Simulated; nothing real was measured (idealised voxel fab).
The following is a process module called voxel lift off.
Square cells of 5 nm make up the cross-section cut, whose width is 150 nm.
How to read a cross-section here: the picture is a grid of square cells, written as bands going from the top down, and any band can span one or more rows of cells.
It is stipulated that each band's entry specify, in nanometres, the height of the top of the band and then that of its bottom, followed by the materials of the band in left-to-right sequence, each together with its width in nanometres. A single material marked by the word "edge to edge" is understood to fill the band from edge to edge; the word "blank" is understood to denote empty space.
Measure heights from 0. That's the level where, below it, the as-received wafer is all one material. The lowest band is bottomless and extends downward; write it as in "z 0 and below".
A width given as "30..40" starts at the first number in the band's top row and ends at the second number in its bottom row, shifting by an equal amount at every step from row to row.
Take "nothing different" at face value: in the step it is given for, the cross-section changed in none of its cells.
"Fully enclosed voids": empty spaces of 8 cells or more with no open way to the top, each given as width x height at distance, distance from the left edge, all in nm.
Past the settings on a step's line: simulator remark, on that step.
Each step line may optionally specify "overlay nm", which for a step with a mask gives the rightward distance between the mask's planned place and where it lay, a negative value indicating the leftward direction.

Process steps (planned):
1 RECEIVE (material Si)
2 CONFORMAL_DEP (material Al2O3; thk nm 10)
3 PATTERN (tone open; mask id LINES; material resist; width nm 15; pitch nm 35; thk nm 25; overlay nm 0)
4 DIRECTIONAL_DEP (material Ru; thk nm 10)
5 STRIP (etch materials resist)
6 CONFORMAL_DEP (material SiCN; thk nm 10)

Here's what the wafer looked like in cross-section when it arrived - that's after step 1:
    z 0 and below: Si edge to edge
    Fully enclosed voids: none

Post-module cross-section: identical start and plan to those above, one misstep in execution:
    z 20 to 10: blank=50 / Ru=15 / blank=20 / Ru=15 / blank=50
    z 10 to 0: Al2O3 edge to edge
    z 0 and below: Si edge to edge
    Fully enclosed voids: none
What was the processing mistake? step 6 of the plan was bypassed and not carried out
